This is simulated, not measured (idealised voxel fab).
The name of this process module is voxel self aligned vias.
Section cut is 235 nm wide and gridded with 5 nm square cells.
Cross-section = grid of square cells, listed top down in bands; band = one or more rows.
Band: top height; bottom height; in nm. Then, left to right: material with width in nm, for each material. "everywhere": a single material spanning edge to edge. "air": empty space.
A quick word on heights: they are counted from 0, and under that level the wafer as it came to us is one material throughout. The lowest band is different from the rest in having no bottom; it simply continues downward, written as in "top 0, no bottom".
It should be noted that a width expressed as "30->40" varies in equal increments from row to row of cells within the band, taking the value of the first number at the top row and that of the second number at the bottom row.
When a step is marked "everything unchanged", none of the cells in the cross-section changed during that step.
Entry "Enclosed internal voids". Content: empty spaces with no open connection to the top, size 8 cells or greater. Each: width x height at distance. Distance: from left edge. Unit: nm.
The remark found on a step's line after its settings is issued by the simulator itself and pertains to that step.
overlay nm: where the mask lay relative to plan, measured to the right, on steps with a mask; negatives go left.
## So here's the lineup of process steps we planned
| 1 | RECEIVE,material Si |
| 2 | CONFORMAL_DEP,material SiO2,thk nm 10 |
| 3 | CONFORMAL_DEP,material SiCN,thk nm 5 |
| 4 | DIRECTIONAL_DEP,material lowk,thk nm 20 |
| 5 | PATTERN,tone open,mask id LINES,material resist,width nm 20,pitch nm 60,thk nm 20,overlay nm 0 |
| 6 | DIRECTIONAL_ETCH,etch materials lowk,depth nm 10 |
| 7 | STRIP,etch materials resist |
| 8 | CONFORMAL_DEP,material TiN,thk nm 5 |
| 9 | FILL_DEP,material W,thk nm 5 |
| 10 | CMP,height nm 35 |
| 11 | SELECTIVE_ETCH,etch materials W Ru TiN,depth nm 10 |
| 12 | FILL_DEP,material SiN,thk nm 10 |
| 13 | CMP,height nm 35 |
| 14 | DIRECTIONAL_DEP,material lowk,thk nm 15 |
| 15 | PATTERN,tone open,mask id VIAS,material resist,width nm 40,pitch nm 60,thk nm 20,overlay nm 0 |
| 16 | DIRECTIONAL_ETCH,etch materials lowk,depth nm 15 |
| 17 | DIRECTIONAL_ETCH,etch materials SiN,depth nm 10 |
| 18 | STRIP,etch materials resist |
| 19 | CONFORMAL_DEP,material TiN,thk nm 5 |
| 20 | FILL_DEP,material W,thk nm 5 |
| 21 | CMP,height nm 50 |
| 22 | CONFORMAL_DEP,material SiCN,thk nm 5 |
Among the wafers covered here, the point of difference is the depth nm at step 6; their starting state is shared, and the plan presents the value of the first wafer.
## Cross-section: the first of several wafers in its as-received state, i.e. following step 1
top 0, no bottom: Si everywhere
Enclosed internal voids: none
## End of the module, past its last step, step 22: how the first of several wafers looks in cross-section
top 55, bottom 50: SiCN everywhere
top 50, bottom 40: lowk 35 nm, TiN 5 nm, W 30 nm, TiN 5 nm, lowk 20 nm, TiN 5 nm, W 30 nm, TiN 5 nm, lowk 20 nm, TiN 5 nm, W 30 nm, TiN 5 nm, lowk 40 nm
top 40, bottom 30: lowk 35->45 nm, TiN 15->5 nm, W 10 nm, TiN 15->5 nm, lowk 20->40 nm, TiN 15->5 nm, W 10 nm, TiN 15->5 nm, lowk 20->40 nm, TiN 15->5 nm, W 10 nm, TiN 15->5 nm, lowk 40->50 nm
top 30, bottom 25: lowk 45 nm, TiN 20 nm, lowk 40 nm, TiN 20 nm, lowk 40 nm, TiN 20 nm, lowk 50 nm
top 25, bottom 15: lowk everywhere
top 15, bottom 10: SiCN everywhere
top 10, bottom 0: SiO2 everywhere
top 0, no bottom: Si everywhere
Enclosed internal voids: none
## Last-wafer cross-section at the end of the module
top 55, bottom 50: SiCN everywhere
top 50, bottom 40: lowk 35 nm, TiN 5 nm, W 30 nm, TiN 5 nm, lowk 20 nm, TiN 5 nm, W 30 nm, TiN 5 nm, lowk 20 nm, TiN 5 nm, W 30 nm, TiN 5 nm, lowk 40 nm
top 40, bottom 30: lowk 35->45 nm, TiN 15->5 nm, W 10 nm, TiN 15->5 nm, lowk 20->40 nm, TiN 15->5 nm, W 10 nm, TiN 15->5 nm, lowk 20->40 nm, TiN 15->5 nm, W 10 nm, TiN 15->5 nm, lowk 40->50 nm
top 30, bottom 25: lowk 45 nm, TiN 20 nm, lowk 40 nm, TiN 20 nm, lowk 40 nm, TiN 20 nm, lowk 50 nm
top 25, bottom 20: lowk 45 nm, TiN 5 nm, W 10 nm, TiN 5 nm, lowk 40 nm, TiN 5 nm, W 10 nm, TiN 5 nm, lowk 40 nm, TiN 5 nm, W 10 nm, TiN 5 nm, lowk 50 nm
top 20, bottom 15: lowk 45 nm, TiN 20 nm, lowk 40 nm, TiN 20 nm, lowk 40 nm, TiN 20 nm, lowk 50 nm
top 15, bottom 10: SiCN everywhere
top 10, bottom 0: SiO2 everywhere
top 0, no bottom: Si everywhere
Enclosed internal voids: none
## Take any row and you have a wafer at the end of the module: how many cells of each material it has gained (+) or lost (-) since it was received, and then its closed voids
depth nm 10 | +94 SiCN | +94 SiO2 | +48 TiN | +48 W | +233 lowk | Enclosed internal voids: none
depth nm 15 | +94 SiCN | +94 SiO2 | +60 TiN | +48 W | +221 lowk | Enclosed internal voids: none
depth nm 20 | +94 SiCN | +94 SiO2 | +66 TiN | +54 W | +209 lowk | Enclosed internal voids: none
depth nm 25 | +94 SiCN | +94 SiO2 | +66 TiN | +54 W | +209 lowk | Enclosed internal voids: none
depth nm 30 | +94 SiCN | +94 SiO2 | +66 TiN | +54 W | +209 lowk | Enclosed internal voids: none
depth nm 35 | +94 SiCN | +94 SiO2 | +66 TiN | +54 W | +209 lowk | Enclosed internal voids: none
